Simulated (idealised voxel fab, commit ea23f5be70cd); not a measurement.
process module | voxel self aligned contacts
cross-section cut | 170 nm wide | cells 5 nm
A cross-section is a grid of square cells, given in bands from the top down. A band is one or more rows of cells.
Each band's line starts with the height of the band's top and of its bottom, in nm. Then come its materials from left to right, each with its width in nm. One material with "throughout" fills the band from edge to edge. "air" is empty space.
Height 0 is the level under which the wafer as received is all one material. The lowest band goes on downwards, as in "0 down".
A width such as "30 to 40" changes by the same amount from each row of cells to the next, from the band's top row to its bottom row.
"no change" after a step means that no cell of the cross-section changed.
closed voids: empty space of 8 cells or more with no open way to the top, each as width x height at its distance from the left edge, in nm
after a step's settings: what the simulator itself notes on the step
overlay nm, on a step with a mask: how far to the right of its planned place the mask lay; to the left if negative
plan
1 op RECEIVE | material Si
2 op OXIDIZE | depth nm 5
3 op DIRECTIONAL_DEP | material polySi | thk nm 30
4 op DIRECTIONAL_DEP | material SiN | thk nm 25
5 op DIRECTIONAL_DEP | material aC | thk nm 15
6 op PATTERN | tone cover | mask id GATE | material resist | width nm 30 | pitch nm 75 | thk nm 35 | overlay nm 0
7 op DIRECTIONAL_ETCH | etch materials aC | depth nm 15
8 op STRIP | etch materials resist
9 op DIRECTIONAL_ETCH | etch materials SiN | depth nm 25
10 op DIRECTIONAL_ETCH | etch materials polySi | depth nm 30
11 op STRIP | etch materials aC
12 op CONFORMAL_DEP | material SiN | thk nm 10
13 op DIRECTIONAL_ETCH | etch materials SiN | depth nm 10
14 op FILL_DEP | material SiO2 | thk nm 15
15 op CMP | height nm 60
16 op MASKED_ETCH | tone open | mask id CONTACT | width nm 55 | etch materials SiO2 | depth nm 65 | overlay nm -15
17 op CONFORMAL_DEP | material TiN | thk nm 5
18 op FILL_DEP | material W | thk nm 5
19 op CMP | height nm 60
20 op CONFORMAL_DEP | material SiN | thk nm 5
varied across the wafers: overlay nm of step 16. The plan shows the first wafer's value. All wafers start alike
first wafer as received, after step 1
  0 down: Si throughout
  closed voids: none
each wafer at the end: cells of each material gained (+) or lost (-) since it was received, then its closed voids
overlay nm -15 | -34 Si | +182 SiN | +151 SiO2 | +35 TiN | +36 W | +72 polySi | closed voids: none
overlay nm -10 | -34 Si | +182 SiN | +151 SiO2 | +35 TiN | +36 W | +72 polySi | closed voids: none
overlay nm -5 | -34 Si | +182 SiN | +151 SiO2 | +35 TiN | +36 W | +72 polySi | closed voids: none
overlay nm 0 | -34 Si | +182 SiN | +151 SiO2 | +35 TiN | +36 W | +72 polySi | closed voids: none
overlay nm 5 | -34 Si | +182 SiN | +151 SiO2 | +35 TiN | +36 W | +72 polySi | closed voids: none
overlay nm 10 | -34 Si | +182 SiN | +151 SiO2 | +35 TiN | +36 W | +72 polySi | closed voids: none
overlay nm 15 | -34 Si | +182 SiN | +151 SiO2 | +35 TiN | +36 W | +72 polySi | closed voids: none
